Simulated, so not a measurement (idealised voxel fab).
This is a process module. Its name is voxel lift off.
The cross-section on display is named cut; it measures 265 nm wide, and its cells are 5 nm squares.
How to read a cross-section here: the picture is a grid of square cells, written as bands going from the top down, and any band can span one or more rows of cells.
Band entry format. Leading values: height of top, height of bottom, nm. Remainder: materials in left-to-right order, each with its width in nm. Special words: "throughout" on a single material, which then fills the band edge to edge; "blank", empty space.
A quick word on heights: they are counted from 0, and under that level the wafer as it came to us is one material throughout. The lowest band is different from the rest in having no bottom; it simply continues downward, written as in "0 and below".
Per-row width for "30 to 40": begins at first number (top row of band), ends at second number (bottom row), increment between rows held constant.
The designation "remains unaltered", where it is given for a processing step, indicates that no cell of the cross-section was altered in the course of that step.
The entry "Enclosed internal voids" lists the empty spaces that cover at least 8 cells and have no open path to the top. Each is written as width x height at distance, where the distance is measured from the left edge and all three values are in nm.
On each step's line, the part that comes after the settings is the simulator's own comment on the step.
overlay nm: for a step with a mask, the amount by which the mask lay right of where it was planned; a negative amount means left of it.
[Steps in the process plan]
1. op RECEIVE | material Si
2. op CONFORMAL_DEP | material SiO2 | thk nm 5
3. op PATTERN | tone open | mask id LINES | material resist | width nm 20 | pitch nm 50 | thk nm 30 | overlay nm 0
4. op DIRECTIONAL_DEP | material Ru | thk nm 5
5. op STRIP | etch materials resist
6. op CONFORMAL_DEP | material SiO2 | thk nm 5
The value of thk nm given for step 4 in the plan refers to the first wafer; the wafers vary in this setting and are alike at the start.
[As received, i.e. after step 1: cross-section through the first of several wafers]
> 0 and below = Si throughout
> Enclosed internal voids: none
[Each row below is a wafer at the end of the module, listing for every material the number of cells it has gained (+) or lost (-) since it was received, followed by its closed voids]
thk nm 5 | +8 Ru | +110 SiO2 | Enclosed internal voids: none
thk nm 10 | +16 Ru | +114 SiO2 | Enclosed internal voids: none
thk nm 15 | +24 Ru | +118 SiO2 | Enclosed internal voids: none
thk nm 20 | +32 Ru | +122 SiO2 | Enclosed internal voids: none
thk nm 25 | +40 Ru | +126 SiO2 | Enclosed internal voids: none
